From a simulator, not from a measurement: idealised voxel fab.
This is a process module. Its name is voxel fin reveal.
The width of the displayed cross-section, cut, is 185 nm; its cells are square, with a size of 5 nm.
A cross-section is written here as square cells arranged in a grid, and it is given in bands from the top down, each band taking up one or more rows of cells. For a band, the entry starts with two heights in nm, that of the top and then that of the bottom, and carries on with the band's materials in order from left to right, each alongside its width in nm; the word "all across" beside a single material means it fills the band edge to edge, and "blank" means empty space. Heights are expressed relative to 0, this being the level below which the as-received wafer comprises one material exclusively. The lowest band is unbounded in the downward direction and is denoted as in "z 0 and below". You'd read "30..40" like this: the band's top row of cells is as wide as the first number, its bottom row is as wide as the second, and going down, every row changes width by the same amount as the row before did. "nothing changed" -> step changed no cross-section cell. "Enclosed internal voids" specifies each empty space that is not open to the top and that occupies no fewer than 8 cells, using the form width x height at distance, the distance measured from the left edge and all three quantities in nm. Where a step's line continues beyond its settings, the continuation is a remark by the simulator itself on that step. A step's line can hold "overlay nm"; with a mask on that step, the setting says how far right of the planned place the mask lay, while a negative setting says it lay to the left.

### List of planned process steps
1: RECEIVE: material Si
2: CONFORMAL_DEP: material SiN, thk nm 10
3: PATTERN: tone cover, mask id FINS, material resist, width nm 15, pitch nm 40, thk nm 20, overlay nm 0
4: DIRECTIONAL_ETCH: etch materials SiN, depth nm 10
5: DIRECTIONAL_ETCH: etch materials Si, depth nm 35
6: STRIP: etch materials resist
7: OXIDIZE: depth nm 5
8: FILL_DEP: material SiO2, thk nm 10
9: CMP: height nm 10
10: SELECTIVE_ETCH: etch materials SiO2, depth nm 30
11: STRIP: etch materials SiN
12: CONFORMAL_DEP: material HfO2, thk nm 5

### The cross-section here shows the wafer as received, i.e. in its state after step 1
> z 0 and below | Si all across
> Enclosed internal voids: none

### Wafer cross-section at module end: first of two, run to plan
> z 5 to 0 | blank 65 nm; HfO2 15 nm; blank 25 nm; HfO2 15 nm; blank 65 nm
> z 0 to -15 | blank 65 nm; HfO2 5 nm; Si 5 nm; HfO2 5 nm; blank 25 nm; HfO2 5 nm; Si 5 nm; HfO2 5 nm; blank 65 nm
> z -15 to -20 | HfO2 70 nm; Si 5 nm; HfO2 35 nm; Si 5 nm; HfO2 70 nm
> z -20 to -40 | SiO2 70 nm; Si 5 nm; SiO2 35 nm; Si 5 nm; SiO2 70 nm
> z -40 and below | Si all across
> Enclosed internal voids: none

### Second wafer of the two, sectioned at the end of the module. It began like the first and followed the same plan, but one mistake was made while running it
> z 5 to 0 | HfO2 65 nm; blank 15 nm; HfO2 25 nm; blank 15 nm; HfO2 65 nm
> z 0 to -15 | Si 60 nm; HfO2 5 nm; blank 15 nm; HfO2 5 nm; Si 15 nm; HfO2 5 nm; blank 15 nm; HfO2 5 nm; Si 60 nm
> z -15 to -20 | Si 60 nm; HfO2 25 nm; Si 15 nm; HfO2 25 nm; Si 60 nm
> z -20 to -40 | Si 60 nm; SiO2 25 nm; Si 15 nm; SiO2 25 nm; Si 60 nm
> z -40 and below | Si all across
> Enclosed internal voids: none
What was done differently from what was planned? step 3 ran with different settings than intended, the actual operation and settings being PATTERN: tone open, mask id FINS, material resist, width nm 15, pitch nm 40, thk nm 20, overlay nm 0
Final cells, second wafer relative to first, materials higher or lower: +200 Si, -100 SiO2
